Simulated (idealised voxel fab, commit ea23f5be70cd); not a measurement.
This section sets out a process module, namely voxel trench capacitor.
Section cut is 230 nm wide and gridded with 5 nm square cells.
In what follows, cross-sections appear as grids of square cells, described through bands that run from the top down, where every band is one or more rows of cells.
A band entry consists of two parts. The first gives the height of the band's top and the height of its bottom, in nm. The rest lists the band's materials from left to right, each with its width in nm. A single material labelled with the word "everywhere" fills the band from edge to edge, and the word "air" marks empty space.
Height reference: 0 = level under which incoming wafer is all one material. Lowest band: no bottom, runs on downward, e.g. "top 0, no bottom".
Graded width ("30 to 40"): value in top row of band = first number; value in bottom row = second number; row-to-row change constant.
"nothing got changed" means the step left every cell of the cross-section as it was.
The list in "Unvented voids" covers empty spaces of 8 cells or more that cannot reach the top through any open way, and it gives each as width x height at distance; the distance is from the left edge, and width, height and distance are in nm.
Formally, on a step line, whatever follows the settings is a remark that the simulator itself makes on the step.
"overlay nm" on a masked step: distance the mask lay right of its planned place, negative for left.

**Process steps - plan**
1) RECEIVE: material Si
2) CONFORMAL_DEP: material SiN, thk nm 10
3) PATTERN: tone open, mask id TRENCH, material resist, width nm 25, pitch nm 55, thk nm 15, overlay nm 0
4) DIRECTIONAL_ETCH: etch materials SiN, depth nm 10
5) DIRECTIONAL_ETCH: etch materials Si, depth nm 30
6) STRIP: etch materials resist
7) CONFORMAL_DEP: material Al2O3, thk nm 5
8) FILL_DEP: material polySi, thk nm 10
9) CMP: height nm 10

**First wafer, two in total, run as planned**

**So this is the incoming wafer in cross-section - it's already been through step 1**
* top 0, no bottom: Si everywhere
* Unvented voids: none

**Sectional view: wafer, after step 2**
* top 10, bottom 0: SiN everywhere
* Under the height 0 nothing was changed.

**Sectional view: wafer, after step 3**
* top 25, bottom 10: resist (45) | air (25) | resist (30) | air (25) | resist (30) | air (25) | resist (50)
* Under the height 10 nothing was changed.

**Sectional view: wafer, after step 4**
* top 25, bottom 10: resist (45) | air (25) | resist (30) | air (25) | resist (30) | air (25) | resist (50)
* top 10, bottom 0: SiN (45) | air (25) | SiN (30) | air (25) | SiN (30) | air (25) | SiN (50)
* Under the height 0 nothing was changed.

**Sectional view: wafer, after step 5**
* top 25, bottom 10: resist (45) | air (25) | resist (30) | air (25) | resist (30) | air (25) | resist (50)
* top 10, bottom 0: SiN (45) | air (25) | SiN (30) | air (25) | SiN (30) | air (25) | SiN (50)
* top 0, bottom -30: Si (45) | air (25) | Si (30) | air (25) | Si (30) | air (25) | Si (50)
* Under the height -30 nothing was changed.

**Sectional view: wafer, after step 6**
* top 10, bottom 0: SiN (45) | air (25) | SiN (30) | air (25) | SiN (30) | air (25) | SiN (50)
* Under the height 0 nothing was changed.

**Sectional view: wafer, after step 7**
* top 15, bottom 10: Al2O3 (50) | air (15) | Al2O3 (40) | air (15) | Al2O3 (40) | air (15) | Al2O3 (55)
* top 10, bottom 0: SiN (45) | Al2O3 (5) | air (15) | Al2O3 (5) | SiN (30) | Al2O3 (5) | air (15) | Al2O3 (5) | SiN (30) | Al2O3 (5) | air (15) | Al2O3 (5) | SiN (50)
* top 0, bottom -25: Si (45) | Al2O3 (5) | air (15) | Al2O3 (5) | Si (30) | Al2O3 (5) | air (15) | Al2O3 (5) | Si (30) | Al2O3 (5) | air (15) | Al2O3 (5) | Si (50)
* top -25, bottom -30: Si (45) | Al2O3 (25) | Si (30) | Al2O3 (25) | Si (30) | Al2O3 (25) | Si (50)
* Under the height -30 nothing was changed.

**Sectional view: wafer, after step 8**
* top 25, bottom 15: polySi everywhere
* top 15, bottom 10: Al2O3 (50) | polySi (15) | Al2O3 (40) | polySi (15) | Al2O3 (40) | polySi (15) | Al2O3 (55)
* top 10, bottom 0: SiN (45) | Al2O3 (5) | polySi (15) | Al2O3 (5) | SiN (30) | Al2O3 (5) | polySi (15) | Al2O3 (5) | SiN (30) | Al2O3 (5) | polySi (15) | Al2O3 (5) | SiN (50)
* top 0, bottom -25: Si (45) | Al2O3 (5) | polySi (15) | Al2O3 (5) | Si (30) | Al2O3 (5) | polySi (15) | Al2O3 (5) | Si (30) | Al2O3 (5) | polySi (15) | Al2O3 (5) | Si (50)
* Under the height -25 nothing was changed.

**Sectional view: wafer, after step 9**
* top 10, bottom 0: SiN (45) | Al2O3 (5) | polySi (15) | Al2O3 (5) | SiN (30) | Al2O3 (5) | polySi (15) | Al2O3 (5) | SiN (30) | Al2O3 (5) | polySi (15) | Al2O3 (5) | SiN (50)
* Under the height 0 nothing was changed.

**The second wafer: identical to the first at the outset and in its planned sequence, differing only in that one mistake was made during processing; up to and including step 4, its path is the first wafer's path**

**The second wafer in cross-section, at the planned close of step 5**
* top 25, bottom 10: resist (45) | air (25) | resist (30) | air (25) | resist (30) | air (25) | resist (50)
* top 10, bottom 0: SiN (45) | air (25) | SiN (30) | air (25) | SiN (30) | air (25) | SiN (50)
* top 0, bottom -20: Si (45) | air (25) | Si (30) | air (25) | Si (30) | air (25) | Si (50)
* Under the height -20 nothing was changed.

**The second wafer in cross-section, at the planned close of step 6**
* top 10, bottom 0: SiN (45) | air (25) | SiN (30) | air (25) | SiN (30) | air (25) | SiN (50)
* Under the height 0 nothing was changed.

**The second wafer in cross-section, at the planned close of step 7**
* top 15, bottom 10: Al2O3 (50) | air (15) | Al2O3 (40) | air (15) | Al2O3 (40) | air (15) | Al2O3 (55)
* top 10, bottom 0: SiN (45) | Al2O3 (5) | air (15) | Al2O3 (5) | SiN (30) | Al2O3 (5) | air (15) | Al2O3 (5) | SiN (30) | Al2O3 (5) | air (15) | Al2O3 (5) | SiN (50)
* top 0, bottom -15: Si (45) | Al2O3 (5) | air (15) | Al2O3 (5) | Si (30) | Al2O3 (5) | air (15) | Al2O3 (5) | Si (30) | Al2O3 (5) | air (15) | Al2O3 (5) | Si (50)
* top -15, bottom -20: Si (45) | Al2O3 (25) | Si (30) | Al2O3 (25) | Si (30) | Al2O3 (25) | Si (50)
* Under the height -20 nothing was changed.

**The second wafer in cross-section, at the planned close of step 8**
* top 25, bottom 15: polySi everywhere
* top 15, bottom 10: Al2O3 (50) | polySi (15) | Al2O3 (40) | polySi (15) | Al2O3 (40) | polySi (15) | Al2O3 (55)
* top 10, bottom 0: SiN (45) | Al2O3 (5) | polySi (15) | Al2O3 (5) | SiN (30) | Al2O3 (5) | polySi (15) | Al2O3 (5) | SiN (30) | Al2O3 (5) | polySi (15) | Al2O3 (5) | SiN (50)
* top 0, bottom -15: Si (45) | Al2O3 (5) | polySi (15) | Al2O3 (5) | Si (30) | Al2O3 (5) | polySi (15) | Al2O3 (5) | Si (30) | Al2O3 (5) | polySi (15) | Al2O3 (5) | Si (50)
* Under the height -15 nothing was changed.

**The second wafer in cross-section, at the planned close of step 9**
* top 10, bottom 0: SiN (45) | Al2O3 (5) | polySi (15) | Al2O3 (5) | SiN (30) | Al2O3 (5) | polySi (15) | Al2O3 (5) | SiN (30) | Al2O3 (5) | polySi (15) | Al2O3 (5) | SiN (50)
* Under the height 0 nothing was changed.
The plan and the run diverged here: in deviation from the planned setting, step 5 was conducted as DIRECTIONAL_ETCH: etch materials Si, depth nm 20
Cell-count delta at end, second wafer over first, by material: Al2O3: 12 fewer, Si: 30 more, polySi: 18 fewer
